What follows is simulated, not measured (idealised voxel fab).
This section sets out a process module, namely voxel plated lines.
Each square cell in cross-section cut measures 5 nm, and the section as a whole is 285 nm wide.
A cross-section is written here as square cells arranged in a grid, and it is given in bands from the top down, each band taking up one or more rows of cells. A band entry consists of two parts. The first gives the height of the band's top and the height of its bottom, in nm. The rest lists the band's materials from left to right, each with its width in nm. A single material labelled with the word "full width" fills the band from edge to edge, and the word "empty" marks empty space. Convention: height 0 is the level below which the wafer, as received, is all one material. The lowest band does not terminate at the bottom but continues downward, represented as "from 0 down". When a width is written as two numbers, as in "30 to 40", the first number is the width in the top row of cells of the band and the second is the width in its bottom row, and the width changes by the same amount from each row to the next. Step marked "everything unchanged"? Then no cell in the cross-section changed in it. Heads up: "Closed cavity list" only lists the empty pockets with no open path to the top that are 8 cells or more, and it writes them as width x height at distance, distance from the left edge, in nm. Text after the settings on a step's line: the simulator's own remark on that step. A step line may carry the setting "overlay nm", which, for steps involving a mask, states the distance by which the mask lay to the right of its intended position; negative values denote displacement to the left.
Below is the list of planned process steps:
1: RECEIVE, material Si
2: CONFORMAL_DEP, material Al2O3, thk nm 5
3: DIRECTIONAL_DEP, material TiN, thk nm 5
4: PATTERN, tone open, mask id LINES, material resist, width nm 25, pitch nm 55, thk nm 15, overlay nm 0
5: EPI, material Ru, thk nm 10
6: EPI, material Ru, thk nm 10
7: STRIP, etch materials resist
8: DIRECTIONAL_ETCH, etch materials TiN, depth nm 5
9: CONFORMAL_DEP, material SiCN, thk nm 10
Don't read the plan's thk nm for step 4 as applying to every wafer: that's the first wafer's value, and the wafers differ in it, though they all start identical.
First wafer of several, as received: cross-section after step 1:
- from 0 down  Si full width
- Closed cavity list: none
The cross-section of the first of several wafers is given below for the end of the module, after its final step, step 9:
- from 40 to 30  empty: 85 | SiCN: 110 | empty: 90
- from 30 to 25  empty: 85 | SiCN: 10 | Ru: 35 | SiCN: 20 | Ru: 35 | SiCN: 10 | empty: 90
- from 25 to 15  empty: 85 | SiCN: 15 | Ru: 25 | SiCN: 30 | Ru: 25 | SiCN: 15 | empty: 90
- from 15 to 10  SiCN: 100 | Ru: 25 | SiCN: 30 | Ru: 25 | SiCN: 105
- from 10 to 5  SiCN: 95 | TiN: 35 | SiCN: 20 | TiN: 35 | SiCN: 100
- from 5 to 0  Al2O3 full width
- from 0 down  Si full width
- Closed cavity list: none
Last wafer, end of module, cross-section:
- from 40 to 30  empty: 90 | SiCN: 45 | empty: 10 | SiCN: 45 | empty: 95
- from 30 to 15  empty: 90 | SiCN: 10 | Ru: 25 | SiCN: 10 | empty: 10 | SiCN: 10 | Ru: 25 | SiCN: 10 | empty: 95
- from 15 to 10  SiCN: 100 | Ru: 25 | SiCN: 30 | Ru: 25 | SiCN: 105
- from 10 to 5  SiCN: 100 | TiN: 25 | SiCN: 30 | TiN: 25 | SiCN: 105
- from 5 to 0  Al2O3 full width
- from 0 down  Si full width
- Closed cavity list: none
Row per wafer, end-of-module: cell gain (+)/loss (-) by material since the wafer came in, then closed voids:
thk nm 15, +57 Al2O3, +44 Ru, +166 SiCN, +14 TiN, Closed cavity list: none
thk nm 20, +57 Al2O3, +40 Ru, +154 SiCN, +10 TiN, Closed cavity list: none
thk nm 25, +57 Al2O3, +40 Ru, +154 SiCN, +10 TiN, Closed cavity list: none
thk nm 30, +57 Al2O3, +40 Ru, +154 SiCN, +10 TiN, Closed cavity list: none
thk nm 35, +57 Al2O3, +40 Ru, +154 SiCN, +10 TiN, Closed cavity list: none
thk nm 40, +57 Al2O3, +40 Ru, +154 SiCN, +10 TiN, Closed cavity list: none
